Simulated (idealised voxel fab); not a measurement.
The following process module bears the name voxel local oxidation.
The figure presents cross-section cut, which has a width of 270 nm and is divided into square cells with an edge length of 5 nm.
A cross-section is written here as square cells arranged in a grid, and it is given in bands from the top down, each band taking up one or more rows of cells. Band: top and bottom heights (nm) first, top before bottom; then materials from left to right, widths in nm. "edge to edge" marks a sole material filling the band edge to edge. "blank" denotes empty space. Height 0 is the level under which the wafer as received is all one material. The lowest band goes on downwards, as in "0 nm and below". Width: "30->40" (first number = top row, second number = bottom row, same change from row to row of cells). "all unchanged" for a step: no cell of the cross-section changed in that step. Empty spaces without an open route to the top, at least 8 cells in extent, make up the entry "Closed empty spaces"; each is given as width x height at distance, where the distance is measured from the left edge, and all are in nm. Post-settings text on a step line: simulator's own remark regarding the step. The optional step-line setting "overlay nm" applies to steps with a mask and quantifies how far to the right of its planned location the mask lay, a negative value indicating leftward placement.
### plan
1. RECEIVE (material Si)
2. OXIDIZE (depth nm 5)
3. CONFORMAL_DEP (material SiN; thk nm 10)
4. MASKED_ETCH (tone cover; mask id ACTIVE; width nm 100; etch materials SiN; depth nm 10; overlay nm 0)
5. SELECTIVE_ETCH (etch materials SiO2; depth nm 5)
6. OXIDIZE (depth nm 15)
7. STRIP (etch materials SiN)
### First out of two wafers; run went to plan
### So this is the incoming wafer in cross-section - it's already been through step 1
* 0 nm and below  Si edge to edge
* Closed empty spaces: none
### After step 2: wafer cross-section
* 0 nm to -5 nm  SiO2 edge to edge
* Under -5: no change, same as before.
### After step 3: wafer cross-section
* 10 nm to 0 nm  SiN edge to edge
* Under 0: no change, same as before.
### After step 4: wafer cross-section
* 10 nm to 0 nm  blank (85), SiN (100), blank (85)
* Under 0: no change, same as before.
### After step 5: wafer cross-section
* 10 nm to 0 nm  blank (85), SiN (100), blank (85)
* 0 nm to -5 nm  blank (90), SiO2 (90), blank (90)
* Under -5: no change, same as before.
### After step 6: wafer cross-section
* 10 nm to 0 nm  blank (85), SiN (100), blank (85)
* 0 nm to -5 nm  blank (90), SiO2 (90), blank (90)
* -5 nm to -20 nm  SiO2 (105), Si (60), SiO2 (105)
* Under -20: no change, same as before.
### After step 7: wafer cross-section
* 0 nm to -5 nm  blank (90), SiO2 (90), blank (90)
* Under -5: no change, same as before.
### Wafer two. Identical start, identical plan. One mistake in execution. Identical history through step 3
### Cross-sectional representation of the second wafer at the time designated in the plan for the completion of step 4
* 10 nm to 0 nm  blank (90), SiN (100), blank (80)
* Under 0: no change, same as before.
### Cross-sectional representation of the second wafer at the time designated in the plan for the completion of step 5
* 10 nm to 0 nm  blank (90), SiN (100), blank (80)
* 0 nm to -5 nm  blank (95), SiO2 (90), blank (85)
* Under -5: no change, same as before.
### Cross-sectional representation of the second wafer at the time designated in the plan for the completion of step 6
* 10 nm to 0 nm  blank (90), SiN (100), blank (80)
* 0 nm to -5 nm  blank (95), SiO2 (90), blank (85)
* -5 nm to -20 nm  SiO2 (110), Si (60), SiO2 (100)
* Under -20: no change, same as before.
### Cross-sectional representation of the second wafer at the time designated in the plan for the completion of step 7
* 0 nm to -5 nm  blank (95), SiO2 (90), blank (85)
* Under -5: no change, same as before.
What went wrong in running the wafer? step 4 was processed under conditions differing from the plan, specifically as MASKED_ETCH (tone cover; mask id ACTIVE; width nm 100; etch materials SiN; depth nm 10; overlay nm 5)
In the final comparison it is observed that the number of cells assigned to each material is identical for the two wafers, whereas their placement is not.
